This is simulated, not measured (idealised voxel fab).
The process module presented herein is designated voxel tone inversion.
The width of the displayed cross-section, cut, is 230 nm; its cells are square, with a size of 5 nm.
Notation: cross-section as square-cell grid; stated in bands, top first, going down; one or more cell rows per band.
Top, bottom (nm), then materials left to right with widths (nm); lone material tagged "full width" fills the whole band edge to edge; "air" = empty space.
The reference from which all heights are counted is 0, the level beneath which the as-received wafer is entirely one material; the lowest band, having no lower bound, proceeds downward and is written after the example "0 nm and below".
When a width is written as two numbers, as in "30 to 40", the first number is the width in the top row of cells of the band and the second is the width in its bottom row, and the width changes by the same amount from each row to the next.
When a step is marked "nothing was modified", none of the cells in the cross-section changed during that step.
The list in "Unvented internal voids" covers empty spaces of 8 cells or more that cannot reach the top through any open way, and it gives each as width x height at distance; the distance is from the left edge, and width, height and distance are in nm.
Past the settings on a step's line: simulator remark, on that step.
You can add "overlay nm" to a step's line. For a step with a mask, it describes how far the mask lay to the right of its planned position, and a negative number describes a lay to the left.
Below is the list of planned process steps:
1 RECEIVE with material Si
2 CONFORMAL_DEP with material SiCN, thk nm 10
3 DIRECTIONAL_DEP with material polySi, thk nm 20
4 PATTERN with tone cover, mask id POSTS, material resist, width nm 15, pitch nm 40, thk nm 30, overlay nm 0
5 DIRECTIONAL_ETCH with etch materials polySi, depth nm 20
6 STRIP with etch materials resist
7 FILL_DEP with material lowk, thk nm 10
8 CMP with height nm 30
9 STRIP with etch materials polySi
10 CONFORMAL_DEP with material TiN, thk nm 5
11 FILL_DEP with material Ru, thk nm 10
12 CMP with height nm 30
13 CONFORMAL_DEP with material SiN, thk nm 5
Among the wafers covered here, the point of difference is the width nm at step 4; their starting state is shared, and the plan presents the value of the first wafer.
Cross-section, first of several wafers, as delivered after step 1:
- 0 nm and below: Si full width
- Unvented internal voids: none
End of module, by wafer: material-by-material cell gain (+) or loss (-) since receipt, then closed voids:
width nm 15, +9 Ru, +92 SiCN, +46 SiN, +27 TiN, +148 lowk, Unvented internal voids: none
width nm 20, +18 Ru, +92 SiCN, +46 SiN, +30 TiN, +136 lowk, Unvented internal voids: none
width nm 25, +27 Ru, +92 SiCN, +46 SiN, +33 TiN, +124 lowk, Unvented internal voids: none
